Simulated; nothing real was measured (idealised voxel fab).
The process module presented herein is designated voxel ribs on slabs.
Section cut is 210 nm wide and gridded with 5 nm square cells.
Square cells in a grid make up a cross-section in this document, and the grid is given as bands, listed from the top down, each one or more rows of cells. Per band: top height and bottom height in nm, followed by the left-to-right materials and their widths in nm; "edge to edge" marks a single material spanning edge to edge, "air" marks empty space. Heights are measured from 0, the level below which the as-received wafer is all one material; the lowest band has no bottom and continues downward, written as in "0 down". Width: "30 to 40" (first number = top row, second number = bottom row, same change from row to row of cells). It should be understood that the words "nothing was modified", when stated for a given step, signify that the cross-section underwent no change in any of its cells during that step. What "Voids, fully enclosed" gives you is every empty space of 8 cells or more that is cut off from the top. Each appears as width x height at distance, with the distance taken from the left edge and width, height and distance all in nm. Post-settings text on a step line: simulator's own remark regarding the step. You can add "overlay nm" to a step's line. For a step with a mask, it describes how far the mask lay to the right of its planned position, and a negative number describes a lay to the left.
THE PROCESS STEPS THAT WERE PLANNED ARE LISTED BELOW
- 1: RECEIVE with material Si
- 2: DIRECTIONAL_DEP with material SiO2, thk nm 20
- 3: DIRECTIONAL_DEP with material SiN, thk nm 20
- 4: PATTERN with tone cover, mask id RIB, material resist, width nm 30, thk nm 20, overlay nm 0
- 5: DIRECTIONAL_ETCH with etch materials SiN, depth nm 15
- 6: STRIP with etch materials resist
- 7: PATTERN with tone cover, mask id SLAB, material resist, width nm 90, thk nm 20, overlay nm 0
- 8: DIRECTIONAL_ETCH with etch materials SiN, depth nm 5
- 9: STRIP with etch materials resist
- 10: FILL_DEP with material SiO2, thk nm 15
- 11: CMP with height nm 50
- 12: DIRECTIONAL_DEP with material W, thk nm 5
- 13: PATTERN with tone cover, mask id HEATER, material resist, width nm 40, thk nm 20, overlay nm 0
- 14: DIRECTIONAL_ETCH with etch materials W, depth nm 5
- 15: STRIP with etch materials resist
- 16: CONFORMAL_DEP with material SiN, thk nm 5
AS-RECEIVED WAFER CROSS-SECTION (AFTER STEP 1)
- 0 down = Si edge to edge
- Voids, fully enclosed: none
CROSS-SECTIONAL VIEW OF THE FIRST OF THE TWO WAFERS UPON COMPLETION OF THE MODULE, PROCESSED IN ACCORDANCE WITH THE PLAN
- 60 to 55 = 80 of air | 50 of SiN | 80 of air
- 55 to 50 = 85 of SiN | 40 of W | 85 of SiN
- 50 to 40 = SiO2 edge to edge
- 40 to 25 = 90 of SiO2 | 30 of SiN | 90 of SiO2
- 25 to 20 = 60 of SiO2 | 90 of SiN | 60 of SiO2
- 20 to 0 = SiO2 edge to edge
- 0 down = Si edge to edge
- Voids, fully enclosed: none
WAFER TWO, END OF MODULE, CROSS-SECTION. SAME START, SAME PLAN AS WAFER ONE. ONE MISTAKE IN THE RUN
- 60 to 55 = 80 of air | 50 of SiN | 80 of air
- 55 to 50 = 85 of SiN | 40 of W | 85 of SiN
- 50 to 40 = SiO2 edge to edge
- 40 to 25 = 95 of SiO2 | 30 of SiN | 85 of SiO2
- 25 to 20 = 60 of SiO2 | 90 of SiN | 60 of SiO2
- 20 to 0 = SiO2 edge to edge
- 0 down = Si edge to edge
- Voids, fully enclosed: none
Where did the run depart from the plan? for step 4, the planned setting was not used; the step was instead run as PATTERN with tone cover, mask id RIB, material resist, width nm 30, thk nm 20, overlay nm 5
Both wafers, final: cells per material equal; arrangement not.
